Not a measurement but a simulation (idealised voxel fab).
voxel transistor to metal: a process module
Displayed cross-section: cut, width of 180 nm, square cells sized 5 nm.
This document writes a cross-section as a grid whose cells are square, and gives it as bands, listed from the top down; one or more rows of cells form a band.
Heads up on the band format: heights come first, top then bottom, in nm. After that it's the materials left to right, each with its width in nm. A single material flagged "all across" fills the whole band edge to edge, and "blank" means there's empty space there.
It should be noted that heights are counted from 0, beneath which the wafer as supplied is of one material throughout, and that the lowest band possesses no lower boundary but continues downward, as written in "0 nm and below".
A two-number width, for instance "30..40", indicates that the width is equal to the first number in the top row of the band and to the second number in the bottom row, and that it changes by a constant amount per row of cells.
Reading "remained the same" for a step: not a cell of the cross-section changed in it.
Voids not open to the top, 8 cells minimum: see "Enclosed cavities". Written width x height at distance; distance is from the left edge; nm.
Formally, on a step line, whatever follows the settings is a remark that the simulator itself makes on the step.
overlay nm: on a step with a mask, how far right of its planned place the mask lay; negative means left.
So the way this works: pairs, before and after one process step. The after picture only goes down to the lowest band that actually changed, nothing below. Step and its settings are under each pair. And watch out, pairs might come from different runs of this module, same starting wafer though, so a pair only follows on from the one above if its "before" entry tells you so.
BEFORE
* 25 nm to 15 nm | SiO2: 35 | TiN: 5 | W: 5 | TiN: 5 | SiO2: 75 | TiN: 5 | W: 5 | TiN: 5 | SiO2: 40
* 15 nm to 0 nm | SiO2: 35 | TiN: 5 | W: 5 | TiN: 5 | SiO2: 15 | SiN: 5 | TiN: 5 | W: 25 | TiN: 5 | SiN: 5 | SiO2: 15 | TiN: 5 | W: 5 | TiN: 5 | SiO2: 40
* 0 nm to -5 nm | SiO2: 20 | SiN: 5 | SiO2: 10 | TiN: 15 | SiO2: 5 | pSi: 10 | SiN: 5 | TiN: 5 | W: 25 | TiN: 5 | SiN: 5 | pSi: 10 | SiO2: 5 | TiN: 15 | SiO2: 10 | SiN: 5 | SiO2: 25
* -5 nm to -10 nm | SiO2: 25 | pSi: 40 | TiN: 45 | pSi: 40 | SiO2: 30
* -10 nm to -15 nm | SiO2: 30 | pSi: 35 | Si: 45 | pSi: 35 | SiO2: 35
* -15 nm to -45 nm | SiO2: 30 | Si: 115 | SiO2: 35
* -45 nm and below | Si all across
* Enclosed cavities: none
AFTER
* 30 nm to 25 nm | SiN all across
* Nothing below the height 25 has changed.
* Enclosed cavities: none
Step that separates the before view from the after view above: CONFORMAL_DEP with material SiN, thk nm 5
before: taken from the pair above, after panel.
AFTER
* 50 nm to 30 nm | lowk all across
* Nothing below the height 30 has changed.
* Enclosed cavities: none
Step that separates the before view from the after view above: DIRECTIONAL_DEP with material lowk, thk nm 20
before: taken from the pair above, after panel.
AFTER
* 65 nm to 50 nm | resist: 35 | blank: 15 | resist: 75 | blank: 15 | resist: 40
* Nothing below the height 50 has changed.
* Enclosed cavities: none
Step that separates the before view from the after view above: PATTERN with tone open, mask id METAL_1, material resist, width nm 15, pitch nm 90, thk nm 15, overlay nm 0
before: taken from the pair above, after panel.
AFTER
* 65 nm to 50 nm | resist: 35 | blank: 15 | resist: 75 | blank: 15 | resist: 40
* 50 nm to 30 nm | lowk: 35 | blank: 15 | lowk: 75 | blank: 15 | lowk: 40
* Nothing below the height 30 has changed.
* Enclosed cavities: none
Step that separates the before view from the after view above: DIRECTIONAL_ETCH with etch materials lowk, depth nm 20
before: taken from the pair above, after panel.
AFTER
* 65 nm to 50 nm | resist: 35 | blank: 15 | resist: 75 | blank: 15 | resist: 40
* 50 nm to 30 nm | lowk: 35 | blank: 15 | lowk: 75 | blank: 15 | lowk: 40
* 30 nm to 25 nm | SiN: 35 | blank: 15 | SiN: 75 | blank: 15 | SiN: 40
* Nothing below the height 25 has changed.
* Enclosed cavities: none
Step that separates the before view from the after view above: DIRECTIONAL_ETCH with etch materials SiN, depth nm 5
before: taken from the pair above, after panel.
AFTER
* 50 nm to 30 nm | lowk: 35 | blank: 15 | lowk: 75 | blank: 15 | lowk: 40
* Nothing below the height 30 has changed.
* Enclosed cavities: none
Step that separates the before view from the after view above: STRIP with etch materials resist
before: taken from the pair above, after panel.
AFTER
* 55 nm to 50 nm | TiN: 40 | blank: 5 | TiN: 85 | blank: 5 | TiN: 45
* 50 nm to 30 nm | lowk: 35 | TiN: 5 | blank: 5 | TiN: 5 | lowk: 75 | TiN: 5 | blank: 5 | TiN: 5 | lowk: 40
* 30 nm to 25 nm | SiN: 35 | TiN: 15 | SiN: 75 | TiN: 15 | SiN: 40
* Nothing below the height 25 has changed.
* Enclosed cavities: none
Step that separates the before view from the after view above: CONFORMAL_DEP with material TiN, thk nm 5
before: taken from the pair above, after panel.
AFTER
* 60 nm to 55 nm | Cu all across
* 55 nm to 50 nm | TiN: 40 | Cu: 5 | TiN: 85 | Cu: 5 | TiN: 45
* 50 nm to 30 nm | lowk: 35 | TiN: 5 | Cu: 5 | TiN: 5 | lowk: 75 | TiN: 5 | Cu: 5 | TiN: 5 | lowk: 40
* Nothing below the height 30 has changed.
* Enclosed cavities: none
Step that separates the before view from the after view above: FILL_DEP with material Cu, thk nm 5
before: taken from the pair above, after panel.
AFTER
* 50 nm to 30 nm | lowk: 35 | TiN: 5 | Cu: 5 | TiN: 5 | lowk: 75 | TiN: 5 | Cu: 5 | TiN: 5 | lowk: 40
* Nothing below the height 30 has changed.
* Enclosed cavities: none
Step that separates the before view from the after view above: CMP with height nm 50
before: taken from the pair above, after panel.
AFTER
* 55 nm to 50 nm | blank: 30 | Ru: 25 | blank: 65 | Ru: 25 | blank: 35
* Nothing below the height 50 has changed.
* Enclosed cavities: none
Step that separates the before view from the after view above: EPI with material Ru, thk nm 5
before: taken from the pair above, after panel.
AFTER
* 60 nm to 55 nm | SiCN all across
* 55 nm to 50 nm | SiCN: 30 | Ru: 25 | SiCN: 65 | Ru: 25 | SiCN: 35
* Nothing below the height 50 has changed.
* Enclosed cavities: none
Step that separates the before view from the after view above: FILL_DEP with material SiCN, thk nm 5
BEFORE
* 25 nm to 20 nm | blank: 60 | TiN: 15 | blank: 25 | TiN: 15 | blank: 65
* 20 nm to 15 nm | TiN: 65 | SiN: 5 | TiN: 5 | blank: 25 | TiN: 5 | SiN: 5 | TiN: 70
* 15 nm to 0 nm | SiO2: 65 | SiN: 5 | TiN: 5 | blank: 25 | TiN: 5 | SiN: 5 | SiO2: 70
* 0 nm to -5 nm | SiO2: 20 | SiN: 5 | SiO2: 30 | pSi: 10 | SiN: 5 | TiN: 5 | blank: 25 | TiN: 5 | SiN: 5 | pSi: 10 | SiO2: 30 | SiN: 5 | SiO2: 25
* -5 nm to -10 nm | SiO2: 25 | pSi: 40 | TiN: 45 | pSi: 40 | SiO2: 30
* -10 nm to -15 nm | SiO2: 30 | pSi: 35 | Si: 45 | pSi: 35 | SiO2: 35
* -15 nm to -45 nm | SiO2: 30 | Si: 115 | SiO2: 35
* -45 nm and below | Si all across
* Enclosed cavities: none
AFTER
* 30 nm to 25 nm | blank: 55 | HfO2: 25 | blank: 15 | HfO2: 25 | blank: 60
* 25 nm to 20 nm | HfO2: 60 | TiN: 15 | HfO2: 5 | blank: 15 | HfO2: 5 | TiN: 15 | HfO2: 65
* 20 nm to 15 nm | TiN: 65 | SiN: 5 | TiN: 5 | HfO2: 5 | blank: 15 | HfO2: 5 | TiN: 5 | SiN: 5 | TiN: 70
* 15 nm to 0 nm | SiO2: 65 | SiN: 5 | TiN: 5 | HfO2: 5 | blank: 15 | HfO2: 5 | TiN: 5 | SiN: 5 | SiO2: 70
* 0 nm to -5 nm | SiO2: 20 | SiN: 5 | SiO2: 30 | pSi: 10 | SiN: 5 | TiN: 5 | HfO2: 25 | TiN: 5 | SiN: 5 | pSi: 10 | SiO2: 30 | SiN: 5 | SiO2: 25
* Nothing below the height -5 has changed.
* Enclosed cavities: none
Step that separates the before view from the after view above: CONFORMAL_DEP with material HfO2, thk nm 5
before: taken from the pair above, after panel.
AFTER
* 40 nm to 30 nm | W all across
* 30 nm to 25 nm | W: 55 | HfO2: 25 | W: 15 | HfO2: 25 | W: 60
* 25 nm to 20 nm | HfO2: 60 | TiN: 15 | HfO2: 5 | W: 15 | HfO2: 5 | TiN: 15 | HfO2: 65
* 20 nm to 15 nm | TiN: 65 | SiN: 5 | TiN: 5 | HfO2: 5 | W: 15 | HfO2: 5 | TiN: 5 | SiN: 5 | TiN: 70
* 15 nm to 0 nm | SiO2: 65 | SiN: 5 | TiN: 5 | HfO2: 5 | W: 15 | HfO2: 5 | TiN: 5 | SiN: 5 | SiO2: 70
* Nothing below the height 0 has changed.
* Enclosed cavities: none
Step that separates the before view from the after view above: FILL_DEP with material W, thk nm 10
before: taken from the pair above, after panel.
AFTER
* 15 nm to 0 nm | SiO2: 65 | SiN: 5 | TiN: 5 | HfO2: 5 | W: 15 | HfO2: 5 | TiN: 5 | SiN: 5 | SiO2: 70
* Nothing below the height 0 has changed.
* Enclosed cavities: none
Step that separates the before view from the after view above: CMP with height nm 15
before: taken from the pair above, after panel.
AFTER
* 25 nm to 15 nm | SiO2 all across
* Nothing below the height 15 has changed.
* Enclosed cavities: none
Step that separates the before view from the after view above: DIRECTIONAL_DEP with material SiO2, thk nm 10
before: taken from the pair above, after panel.
AFTER
* 25 nm to 15 nm | SiO2: 35 | blank: 15 | SiO2: 75 | blank: 15 | SiO2: 40
* 15 nm to 0 nm | SiO2: 35 | blank: 15 | SiO2: 15 | SiN: 5 | TiN: 5 | HfO2: 5 | W: 15 | HfO2: 5 | TiN: 5 | SiN: 5 | SiO2: 15 | blank: 15 | SiO2: 40
* 0 nm to -5 nm | SiO2: 20 | SiN: 5 | SiO2: 10 | blank: 15 | SiO2: 5 | pSi: 10 | SiN: 5 | TiN: 5 | HfO2: 25 | TiN: 5 | SiN: 5 | pSi: 10 | SiO2: 5 | blank: 15 | SiO2: 10 | SiN: 5 | SiO2: 25
* Nothing below the height -5 has changed.
* Enclosed cavities: none
Step that separates the before view from the after view above: MASKED_ETCH with tone open, mask id CONTACT, width nm 15, pitch nm 90, etch materials SiO2, depth nm 30, overlay nm 0
before: taken from the pair above, after panel.
AFTER
* 30 nm to 25 nm | TiN: 40 | blank: 5 | TiN: 85 | blank: 5 | TiN: 45
* 25 nm to 15 nm | SiO2: 35 | TiN: 5 | blank: 5 | TiN: 5 | SiO2: 75 | TiN: 5 | blank: 5 | TiN: 5 | SiO2: 40
* 15 nm to 0 nm | SiO2: 35 | TiN: 5 | blank: 5 | TiN: 5 | SiO2: 15 | SiN: 5 | TiN: 5 | HfO2: 5 | W: 15 | HfO2: 5 | TiN: 5 | SiN: 5 | SiO2: 15 | TiN: 5 | blank: 5 | TiN: 5 | SiO2: 40
* 0 nm to -5 nm | SiO2: 20 | SiN: 5 | SiO2: 10 | TiN: 15 | SiO2: 5 | pSi: 10 | SiN: 5 | TiN: 5 | HfO2: 25 | TiN: 5 | SiN: 5 | pSi: 10 | SiO2: 5 | TiN: 15 | SiO2: 10 | SiN: 5 | SiO2: 25
* Nothing below the height -5 has changed.
* Enclosed cavities: none
Step that separates the before view from the after view above: CONFORMAL_DEP with material TiN, thk nm 5
before: taken from the pair above, after panel.
AFTER
* 35 nm to 30 nm | W all across
* 30 nm to 25 nm | TiN: 40 | W: 5 | TiN: 85 | W: 5 | TiN: 45
* 25 nm to 15 nm | SiO2: 35 | TiN: 5 | W: 5 | TiN: 5 | SiO2: 75 | TiN: 5 | W: 5 | TiN: 5 | SiO2: 40
* 15 nm to 0 nm | SiO2: 35 | TiN: 5 | W: 5 | TiN: 5 | SiO2: 15 | SiN: 5 | TiN: 5 | HfO2: 5 | W: 15 | HfO2: 5 | TiN: 5 | SiN: 5 | SiO2: 15 | TiN: 5 | W: 5 | TiN: 5 | SiO2: 40
* Nothing below the height 0 has changed.
* Enclosed cavities: none
Step that separates the before view from the after view above: FILL_DEP with material W, thk nm 5
before: taken from the pair above, after panel.
AFTER
* 25 nm to 15 nm | SiO2: 35 | TiN: 5 | W: 5 | TiN: 5 | SiO2: 75 | TiN: 5 | W: 5 | TiN: 5 | SiO2: 40
* Nothing below the height 15 has changed.
* Enclosed cavities: none
Step that separates the before view from the after view above: CMP with height nm 25
before: taken from the pair above, after panel.
AFTER
* 30 nm to 25 nm | SiN all across
* Nothing below the height 25 has changed.
* Enclosed cavities: none
Step that separates the before view from the after view above: CONFORMAL_DEP with material SiN, thk nm 5
before: taken from the pair above, after panel.
AFTER
* 50 nm to 30 nm | lowk all across
* Nothing below the height 30 has changed.
* Enclosed cavities: none
Step that separates the before view from the after view above: DIRECTIONAL_DEP with material lowk, thk nm 20
before: taken from the pair above, after panel.
AFTER
* 65 nm to 50 nm | resist: 35 | blank: 15 | resist: 75 | blank: 15 | resist: 40
* Nothing below the height 50 has changed.
* Enclosed cavities: none
Step that separates the before view from the after view above: PATTERN with tone open, mask id METAL_1, material resist, width nm 15, pitch nm 90, thk nm 15, overlay nm 0
before: taken from the pair above, after panel.
AFTER
* 65 nm to 50 nm | resist: 35 | blank: 15 | resist: 75 | blank: 15 | resist: 40
* 50 nm to 30 nm | lowk: 35 | blank: 15 | lowk: 75 | blank: 15 | lowk: 40
* Nothing below the height 30 has changed.
* Enclosed cavities: none
Step that separates the before view from the after view above: DIRECTIONAL_ETCH with etch materials lowk, depth nm 20
before: taken from the pair above, after panel.
AFTER
* 65 nm to 50 nm | resist: 35 | blank: 15 | resist: 75 | blank: 15 | resist: 40
* 50 nm to 30 nm | lowk: 35 | blank: 15 | lowk: 75 | blank: 15 | lowk: 40
* 30 nm to 25 nm | SiN: 35 | blank: 15 | SiN: 75 | blank: 15 | SiN: 40
* Nothing below the height 25 has changed.
* Enclosed cavities: none
Step that separates the before view from the after view above: DIRECTIONAL_ETCH with etch materials SiN, depth nm 5
before: taken from the pair above, after panel.
AFTER
* 50 nm to 30 nm | lowk: 35 | blank: 15 | lowk: 75 | blank: 15 | lowk: 40
* Nothing below the height 30 has changed.
* Enclosed cavities: none
Step that separates the before view from the after view above: STRIP with etch materials resist
before: taken from the pair above, after panel.
AFTER
* 55 nm to 50 nm | TiN: 40 | blank: 5 | TiN: 85 | blank: 5 | TiN: 45
* 50 nm to 30 nm | lowk: 35 | TiN: 5 | blank: 5 | TiN: 5 | lowk: 75 | TiN: 5 | blank: 5 | TiN: 5 | lowk: 40
* 30 nm to 25 nm | SiN: 35 | TiN: 15 | SiN: 75 | TiN: 15 | SiN: 40
* Nothing below the height 25 has changed.
* Enclosed cavities: none
Step that separates the before view from the after view above: CONFORMAL_DEP with material TiN, thk nm 5
before: taken from the pair above, after panel.
AFTER
* 60 nm to 55 nm | Cu all across
* 55 nm to 50 nm | TiN: 40 | Cu: 5 | TiN: 85 | Cu: 5 | TiN: 45
* 50 nm to 30 nm | lowk: 35 | TiN: 5 | Cu: 5 | TiN: 5 | lowk: 75 | TiN: 5 | Cu: 5 | TiN: 5 | lowk: 40
* Nothing below the height 30 has changed.
* Enclosed cavities: none
Step that separates the before view from the after view above: FILL_DEP with material Cu, thk nm 5
before: taken from the pair above, after panel.
AFTER
* 50 nm to 30 nm | lowk: 35 | TiN: 5 | Cu: 5 | TiN: 5 | lowk: 75 | TiN: 5 | Cu: 5 | TiN: 5 | lowk: 40
* Nothing below the height 30 has changed.
* Enclosed cavities: none
Step that separates the before view from the after view above: CMP with height nm 50
before: taken from the pair above, after panel.
AFTER
* 55 nm to 50 nm | blank: 30 | Ru: 25 | blank: 65 | Ru: 25 | blank: 35
* Nothing below the height 50 has changed.
* Enclosed cavities: none
Step that separates the before view from the after view above: EPI with material Ru, thk nm 5
before: taken from the pair above, after panel.
AFTER
* 60 nm to 55 nm | SiCN all across
* 55 nm to 50 nm | SiCN: 30 | Ru: 25 | SiCN: 65 | Ru: 25 | SiCN: 35
* Nothing below the height 50 has changed.
* Enclosed cavities: none
Step that separates the before view from the after view above: FILL_DEP with material SiCN, thk nm 5
BEFORE
* 0 nm to -5 nm | SiO2: 20 | blank: 135 | SiO2: 25
* -5 nm to -45 nm | SiO2: 30 | Si: 115 | SiO2: 35
* -45 nm and below | Si all across
* Enclosed cavities: none
AFTER
* 0 nm to -5 nm | SiO2: 20 | blank: 135 | SiO2: 25
* -5 nm to -15 nm | SiO2 all across
* Nothing below the height -15 has changed.
* Enclosed cavities: none
Step that separates the before view from the after view above: OXIDIZE with depth nm 10
before: taken from the pair above, after panel.
AFTER
* 25 nm to 20 nm | polySi: 20 | blank: 135 | polySi: 25
* 20 nm to 0 nm | polySi all across
* 0 nm to -5 nm | SiO2: 20 | polySi: 135 | SiO2: 25
* Nothing below the height -5 has changed.
* Enclosed cavities: none
Step that separates the before view from the after view above: DIRECTIONAL_DEP with material polySi, thk nm 25
before: taken from the pair above, after panel.
AFTER
* 40 nm to 35 nm | SiCN: 20 | blank: 135 | SiCN: 25
* 35 nm to 25 nm | SiCN all across
* 25 nm to 20 nm | polySi: 20 | SiCN: 135 | polySi: 25
* Nothing below the height 20 has changed.
* Enclosed cavities: none
Step that separates the before view from the after view above: DIRECTIONAL_DEP with material SiCN, thk nm 15
before: taken from the pair above, after panel.
AFTER
* 50 nm to 45 nm | aC: 20 | blank: 135 | aC: 25
* 45 nm to 40 nm | aC all across
* 40 nm to 35 nm | SiCN: 20 | aC: 135 | SiCN: 25
* Nothing below the height 35 has changed.
* Enclosed cavities: none
Step that separates the before view from the after view above: DIRECTIONAL_DEP with material aC, thk nm 10
before: taken from the pair above, after panel.
AFTER
* 80 nm to 50 nm | blank: 70 | resist: 35 | blank: 75
* 50 nm to 45 nm | aC: 20 | blank: 50 | resist: 35 | blank: 50 | aC: 25
* Nothing below the height 45 has changed.
* Enclosed cavities: none
Step that separates the before view from the after view above: PATTERN with tone cover, mask id GATE, material resist, width nm 35, thk nm 30, overlay nm 0
before: taken from the pair above, after panel.
AFTER
* 70 nm to 45 nm | blank: 70 | resist: 35 | blank: 75
* 45 nm to 40 nm | blank: 70 | aC: 35 | blank: 75
* 40 nm to 35 nm | SiCN: 20 | blank: 50 | aC: 35 | blank: 50 | SiCN: 25
* Nothing below the height 35 has changed.
* Enclosed cavities: none
Step that separates the before view from the after view above: DIRECTIONAL_ETCH with etch materials aC, depth nm 10
before: taken from the pair above, after panel.
AFTER
* 45 nm to 40 nm | blank: 70 | aC: 35 | blank: 75
* Nothing below the height 40 has changed.
* Enclosed cavities: none
Step that separates the before view from the after view above: STRIP with etch materials resist
before: taken from the pair above, after panel.
AFTER
* 45 nm to 35 nm | blank: 70 | aC: 35 | blank: 75
* 35 nm to 25 nm | blank: 70 | SiCN: 35 | blank: 75
* 25 nm to 20 nm | polySi: 20 | blank: 50 | SiCN: 35 | blank: 50 | polySi: 25
* Nothing below the height 20 has changed.
* Enclosed cavities: none
Step that separates the before view from the after view above: DIRECTIONAL_ETCH with etch materials SiCN, depth nm 25
before: taken from the pair above, after panel.
AFTER
* 45 nm to 35 nm | blank: 70 | aC: 35 | blank: 75
* 35 nm to 20 nm | blank: 70 | SiCN: 35 | blank: 75
* 20 nm to 0 nm | blank: 70 | polySi: 35 | blank: 75
* 0 nm to -5 nm | SiO2: 20 | blank: 50 | polySi: 35 | blank: 50 | SiO2: 25
* Nothing below the height -5 has changed.
* Enclosed cavities: none
Step that separates the before view from the after view above: DIRECTIONAL_ETCH with etch materials polySi, depth nm 35
before: taken from the pair above, after panel.
AFTER
* 35 nm to 20 nm | blank: 70 | SiCN: 35 | blank: 75
* Nothing below the height 20 has changed.
* Enclosed cavities: none
Step that separates the before view from the after view above: STRIP with etch materials aC
before: taken from the pair above, after panel.
AFTER
* 40 nm to 35 nm | blank: 65 | SiN: 45 | blank: 70
* 35 nm to 20 nm | blank: 65 | SiN: 5 | SiCN: 35 | SiN: 5 | blank: 70
* 20 nm to 5 nm | blank: 65 | SiN: 5 | polySi: 35 | SiN: 5 | blank: 70
* 5 nm to 0 nm | SiN: 25 | blank: 40 | SiN: 5 | polySi: 35 | SiN: 5 | blank: 40 | SiN: 30
* 0 nm to -5 nm | SiO2: 20 | SiN: 50 | polySi: 35 | SiN: 50 | SiO2: 25
* Nothing below the height -5 has changed.
* Enclosed cavities: none
Step that separates the before view from the after view above: CONFORMAL_DEP with material SiN, thk nm 5
before: taken from the pair above, after panel.
AFTER
* 35 nm to 20 nm | blank: 65 | SiN: 5 | SiCN: 35 | SiN: 5 | blank: 70
* 20 nm to 0 nm | blank: 65 | SiN: 5 | polySi: 35 | SiN: 5 | blank: 70
* 0 nm to -5 nm | SiO2: 20 | SiN: 5 | blank: 40 | SiN: 5 | polySi: 35 | SiN: 5 | blank: 40 | SiN: 5 | SiO2: 25
* Nothing below the height -5 has changed.
* Enclosed cavities: none
Step that separates the before view from the after view above: DIRECTIONAL_ETCH with etch materials SiN, depth nm 5
before: taken from the pair above, after panel.
AFTER
* 35 nm to 20 nm | blank: 65 | SiN: 5 | SiCN: 35 | SiN: 5 | blank: 70
* 20 nm to 0 nm | blank: 65 | SiN: 5 | polySi: 35 | SiN: 5 | blank: 70
* 0 nm to -5 nm | blank: 20 | SiN: 5 | blank: 40 | SiN: 5 | polySi: 35 | SiN: 5 | blank: 40 | SiN: 5 | blank: 25
* -5 nm to -10 nm | SiO2: 25 | blank: 40 | SiO2: 45 | blank: 40 | SiO2: 30
* Nothing below the height -10 has changed.
* Enclosed cavities: none
Step that separates the before view from the after view above: DIRECTIONAL_ETCH with etch materials SiO2, depth nm 5
before: taken from the pair above, after panel.
AFTER
* 45 nm to 35 nm | SiO2 all across
* 35 nm to 20 nm | SiO2: 65 | SiN: 5 | SiCN: 35 | SiN: 5 | SiO2: 70
* 20 nm to 0 nm | SiO2: 65 | SiN: 5 | polySi: 35 | SiN: 5 | SiO2: 70
* 0 nm to -5 nm | SiO2: 20 | SiN: 5 | SiO2: 40 | SiN: 5 | polySi: 35 | SiN: 5 | SiO2: 40 | SiN: 5 | SiO2: 25
* -5 nm to -15 nm | SiO2 all across
* Nothing below the height -15 has changed.
* Enclosed cavities: none
Step that separates the before view from the after view above: FILL_DEP with material SiO2, thk nm 10
before: taken from the pair above, after panel.
AFTER
* 20 nm to 0 nm | SiO2: 65 | SiN: 5 | polySi: 35 | SiN: 5 | SiO2: 70
* Nothing below the height 0 has changed.
* Enclosed cavities: none
Step that separates the before view from the after view above: CMP with height nm 20
before: taken from the pair above, after panel.
AFTER
* 20 nm to 0 nm | SiO2: 65 | SiN: 5 | blank: 35 | SiN: 5 | SiO2: 70
* 0 nm to -5 nm | SiO2: 20 | SiN: 5 | SiO2: 40 | SiN: 5 | blank: 35 | SiN: 5 | SiO2: 40 | SiN: 5 | SiO2: 25
* Nothing below the height -5 has changed.
* Enclosed cavities: none
Step that separates the before view from the after view above: STRIP with etch materials polySi
before: taken from the pair above, after panel.
AFTER
* 20 nm to 15 nm | blank: 65 | SiN: 5 | blank: 35 | SiN: 5 | blank: 70
* 15 nm to 0 nm | SiO2: 65 | SiN: 5 | blank: 35 | SiN: 5 | SiO2: 70
* 0 nm to -5 nm | SiO2: 20 | SiN: 5 | SiO2: 40 | SiN: 5 | blank: 35 | SiN: 5 | SiO2: 40 | SiN: 5 | SiO2: 25
* -5 nm to -10 nm | SiO2: 65 | blank: 45 | SiO2: 70
* Nothing below the height -10 has changed.
* Enclosed cavities: none
Step that separates the before view from the after view above: SELECTIVE_ETCH with etch materials SiO2, depth nm 5
before: taken from the pair above, after panel.
AFTER
* 25 nm to 20 nm | blank: 60 | HfO2: 15 | blank: 25 | HfO2: 15 | blank: 65
* 20 nm to 15 nm | HfO2: 65 | SiN: 5 | HfO2: 5 | blank: 25 | HfO2: 5 | SiN: 5 | HfO2: 70
* 15 nm to 0 nm | SiO2: 65 | SiN: 5 | HfO2: 5 | blank: 25 | HfO2: 5 | SiN: 5 | SiO2: 70
* 0 nm to -5 nm | SiO2: 20 | SiN: 5 | SiO2: 40 | SiN: 5 | HfO2: 5 | blank: 25 | HfO2: 5 | SiN: 5 | SiO2: 40 | SiN: 5 | SiO2: 25
* -5 nm to -10 nm | SiO2: 65 | HfO2: 45 | SiO2: 70
* Nothing below the height -10 has changed.
* Enclosed cavities: none
Step that separates the before view from the after view above: CONFORMAL_DEP with material HfO2, thk nm 5
before: taken from the pair above, after panel.
AFTER
* 30 nm to 25 nm | blank: 55 | TiN: 25 | blank: 15 | TiN: 25 | blank: 60
* 25 nm to 20 nm | TiN: 60 | HfO2: 15 | TiN: 5 | blank: 15 | TiN: 5 | HfO2: 15 | TiN: 65
* 20 nm to 15 nm | HfO2: 65 | SiN: 5 | HfO2: 5 | TiN: 5 | blank: 15 | TiN: 5 | HfO2: 5 | SiN: 5 | HfO2: 70
* 15 nm to 0 nm | SiO2: 65 | SiN: 5 | HfO2: 5 | TiN: 5 | blank: 15 | TiN: 5 | HfO2: 5 | SiN: 5 | SiO2: 70
* 0 nm to -5 nm | SiO2: 20 | SiN: 5 | SiO2: 40 | SiN: 5 | HfO2: 5 | TiN: 25 | HfO2: 5 | SiN: 5 | SiO2: 40 | SiN: 5 | SiO2: 25
* Nothing below the height -5 has changed.
* Enclosed cavities: none
Step that separates the before view from the after view above: CONFORMAL_DEP with material TiN, thk nm 5
before: taken from the pair above, after panel.
AFTER
* 40 nm to 30 nm | W all across
* 30 nm to 25 nm | W: 55 | TiN: 25 | W: 15 | TiN: 25 | W: 60
* 25 nm to 20 nm | TiN: 60 | HfO2: 15 | TiN: 5 | W: 15 | TiN: 5 | HfO2: 15 | TiN: 65
* 20 nm to 15 nm | HfO2: 65 | SiN: 5 | HfO2: 5 | TiN: 5 | W: 15 | TiN: 5 | HfO2: 5 | SiN: 5 | HfO2: 70
* 15 nm to 0 nm | SiO2: 65 | SiN: 5 | HfO2: 5 | TiN: 5 | W: 15 | TiN: 5 | HfO2: 5 | SiN: 5 | SiO2: 70
* Nothing below the height 0 has changed.
* Enclosed cavities: none
Step that separates the before view from the after view above: FILL_DEP with material W, thk nm 10
before: taken from the pair above, after panel.
AFTER
* 15 nm to 0 nm | SiO2: 65 | SiN: 5 | HfO2: 5 | TiN: 5 | W: 15 | TiN: 5 | HfO2: 5 | SiN: 5 | SiO2: 70
* Nothing below the height 0 has changed.
* Enclosed cavities: none
Step that separates the before view from the after view above: CMP with height nm 15
before: taken from the pair above, after panel.
AFTER
* 25 nm to 15 nm | SiO2 all across
* Nothing below the height 15 has changed.
* Enclosed cavities: none
Step that separates the before view from the after view above: DIRECTIONAL_DEP with material SiO2, thk nm 10
before: taken from the pair above, after panel.
AFTER
* 25 nm to 15 nm | SiO2: 35 | blank: 15 | SiO2: 75 | blank: 15 | SiO2: 40
* 15 nm to 0 nm | SiO2: 35 | blank: 15 | SiO2: 15 | SiN: 5 | HfO2: 5 | TiN: 5 | W: 15 | TiN: 5 | HfO2: 5 | SiN: 5 | SiO2: 15 | blank: 15 | SiO2: 40
* 0 nm to -5 nm | SiO2: 20 | SiN: 5 | SiO2: 10 | blank: 15 | SiO2: 15 | SiN: 5 | HfO2: 5 | TiN: 25 | HfO2: 5 | SiN: 5 | SiO2: 15 | blank: 15 | SiO2: 10 | SiN: 5 | SiO2: 25
* Nothing below the height -5 has changed.
* Enclosed cavities: none
Step that separates the before view from the after view above: MASKED_ETCH with tone open, mask id CONTACT, width nm 15, pitch nm 90, etch materials SiO2, depth nm 30, overlay nm 0
before: taken from the pair above, after panel.
AFTER
* 30 nm to 25 nm | TiN: 40 | blank: 5 | TiN: 85 | blank: 5 | TiN: 45
* 25 nm to 15 nm | SiO2: 35 | TiN: 5 | blank: 5 | TiN: 5 | SiO2: 75 | TiN: 5 | blank: 5 | TiN: 5 | SiO2: 40
* 15 nm to 0 nm | SiO2: 35 | TiN: 5 | blank: 5 | TiN: 5 | SiO2: 15 | SiN: 5 | HfO2: 5 | TiN: 5 | W: 15 | TiN: 5 | HfO2: 5 | SiN: 5 | SiO2: 15 | TiN: 5 | blank: 5 | TiN: 5 | SiO2: 40
* 0 nm to -5 nm | SiO2: 20 | SiN: 5 | SiO2: 10 | TiN: 15 | SiO2: 15 | SiN: 5 | HfO2: 5 | TiN: 25 | HfO2: 5 | SiN: 5 | SiO2: 15 | TiN: 15 | SiO2: 10 | SiN: 5 | SiO2: 25
* Nothing below the height -5 has changed.
* Enclosed cavities: none
Step that separates the before view from the after view above: CONFORMAL_DEP with material TiN, thk nm 5
before: taken from the pair above, after panel.
AFTER
* 35 nm to 30 nm | W all across
* 30 nm to 25 nm | TiN: 40 | W: 5 | TiN: 85 | W: 5 | TiN: 45
* 25 nm to 15 nm | SiO2: 35 | TiN: 5 | W: 5 | TiN: 5 | SiO2: 75 | TiN: 5 | W: 5 | TiN: 5 | SiO2: 40
* 15 nm to 0 nm | SiO2: 35 | TiN: 5 | W: 5 | TiN: 5 | SiO2: 15 | SiN: 5 | HfO2: 5 | TiN: 5 | W: 15 | TiN: 5 | HfO2: 5 | SiN: 5 | SiO2: 15 | TiN: 5 | W: 5 | TiN: 5 | SiO2: 40
* Nothing below the height 0 has changed.
* Enclosed cavities: none
Step that separates the before view from the after view above: FILL_DEP with material W, thk nm 5
before: taken from the pair above, after panel.
AFTER
* 25 nm to 15 nm | SiO2: 35 | TiN: 5 | W: 5 | TiN: 5 | SiO2: 75 | TiN: 5 | W: 5 | TiN: 5 | SiO2: 40
* Nothing below the height 15 has changed.
* Enclosed cavities: none
Step that separates the before view from the after view above: CMP with height nm 25
before: taken from the pair above, after panel.
AFTER
* 30 nm to 25 nm | SiN all across
* Nothing below the height 25 has changed.
* Enclosed cavities: none
Step that separates the before view from the after view above: CONFORMAL_DEP with material SiN, thk nm 5
before: taken from the pair above, after panel.
AFTER
* 50 nm to 30 nm | lowk all across
* Nothing below the height 30 has changed.
* Enclosed cavities: none
Step that separates the before view from the after view above: DIRECTIONAL_DEP with material lowk, thk nm 20
before: taken from the pair above, after panel.
AFTER
* 65 nm to 50 nm | resist: 35 | blank: 15 | resist: 75 | blank: 15 | resist: 40
* Nothing below the height 50 has changed.
* Enclosed cavities: none
Step that separates the before view from the after view above: PATTERN with tone open, mask id METAL_1, material resist, width nm 15, pitch nm 90, thk nm 15, overlay nm 0
